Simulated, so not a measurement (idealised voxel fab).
process module | voxel plated lines
cross-section cut | 290 nm wide | cells 5 nm
A cross-section is a grid of square cells, given in bands from the top down. A band is one or more rows of cells.
Each band's line starts with the height of the band's top and of its bottom, in nm. Then come its materials from left to right, each with its width in nm. One material with "throughout" fills the band from edge to edge. "air" is empty space.
Height 0 is the level under which the wafer as received is all one material. The lowest band goes on downwards, as in "0 down".
A width such as "30 to 40" changes by the same amount from each row of cells to the next, from the band's top row to its bottom row.
"no change" after a step means that no cell of the cross-section changed.
closed voids: empty space of 8 cells or more with no open way to the top, each as width x height at its distance from the left edge, in nm
after a step's settings: what the simulator itself notes on the step
overlay nm, on a step with a mask: how far to the right of its planned place the mask lay; to the left if negative
plan
1 op RECEIVE | material Si
2 op CONFORMAL_DEP | material SiN | thk nm 5
3 op DIRECTIONAL_DEP | material TiN | thk nm 5
4 op PATTERN | tone open | mask id LINES | material resist | width nm 15 | pitch nm 40 | thk nm 30 | overlay nm 0
5 op EPI | material Ru | thk nm 10
6 op EPI | material Ru | thk nm 10
7 op STRIP | etch materials resist
8 op DIRECTIONAL_ETCH | etch materials TiN | depth nm 5
9 op CONFORMAL_DEP | material SiO2 | thk nm 5
as received, after step 1
  0 down: Si throughout
  closed voids: none
a wafer at the end: this start, this plan, one mistake
  35 to 30: air 100 | SiO2 85 | air 105
  30 to 25: air 100 | SiO2 5 | Ru 35 | SiO2 5 | Ru 35 | SiO2 5 | air 105
  25 to 20: SiO2 105 | Ru 35 | SiO2 5 | Ru 35 | SiO2 110
  20 to 10: Ru throughout
  10 to 5: TiN throughout
  5 to 0: SiN throughout
  0 down: Si throughout
  closed voids: none
what went wrong: steps 6 and 7 were swapped
